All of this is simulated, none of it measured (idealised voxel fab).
The following process module bears the name voxel released beams.
Shown is cross-section cut, with a width of 220 nm and square cells of size 5 nm.
Throughout this document, each cross-section is represented as a grid of square cells and is presented as a sequence of bands enumerated from the top downward, where a band comprises one or more rows of cells.
The entry gives the band's vertical extent as a top height and a bottom height in nm, then its horizontal make-up as materials from left to right, each with a width in nm. "blank" stands for empty space; a single material marked "all across" fills the band edge to edge.
Heights are measured from 0, the level below which the as-received wafer is all one material; the lowest band has no bottom and continues downward, written as in "0 -> down".
It should be noted that a width expressed as "30..40" varies in equal increments from row to row of cells within the band, taking the value of the first number at the top row and that of the second number at the bottom row.
Any step labelled "changes: none" changed none of the cells in the cross-section.
Look at "Closed void table" for the closed voids: empty spaces with no open path to the top, sized 8 cells or up. Each is width x height at distance, distance from the left edge, all nm.
Whatever follows a step's settings on its line is a remark the simulator itself makes about that step.
The "overlay nm" setting may appear on a step's line; for a step that uses a mask, it gives how far to the right of its planned position the mask lay, and a negative value indicates the left.

The following list gives the planned process steps:
1: RECEIVE (material Si)
2: CONFORMAL_DEP (material Al2O3; thk nm 10)
3: DIRECTIONAL_DEP (material SiO2; thk nm 20)
4: DIRECTIONAL_DEP (material aC; thk nm 10)
5: PATTERN (tone open; mask id ANCHOR; material resist; width nm 45; thk nm 25; overlay nm 0)
6: DIRECTIONAL_ETCH (etch materials aC; depth nm 10)
7: STRIP (etch materials resist)
8: DIRECTIONAL_ETCH (etch materials SiO2; depth nm 20)
9: STRIP (etch materials aC)
10: CONFORMAL_DEP (material polySi; thk nm 15)
11: PATTERN (tone cover; mask id BEAM; material resist; width nm 130; thk nm 15; overlay nm 0)
12: DIRECTIONAL_ETCH (etch materials polySi; depth nm 15)
13: STRIP (etch materials resist)
14: STRIP (etch materials SiO2)

Cross-sectional view of the wafer in its as-received condition, corresponding to the state after step 1:
* 0 -> down  Si all across
* Closed void table: none

Cross-section, end of module. Start: as above. Plan: as above. Execution: one mistake:
* 45 -> 30  40 nm blank, 15 nm polySi, 25 nm blank, 90 nm polySi, 50 nm blank
* 30 -> 25  40 nm blank, 15 nm polySi, 25 nm blank, 15 nm polySi, 125 nm blank
* 25 -> 10  40 nm blank, 55 nm polySi, 125 nm blank
* 10 -> 0  Al2O3 all across
* 0 -> down  Si all across
* Closed void table: none
So what did we get wrong on this run? step 5 was run on a setting that differed from the plan, and what really ran there is PATTERN (tone open; mask id ANCHOR; material resist; width nm 55; thk nm 25; overlay nm 0)
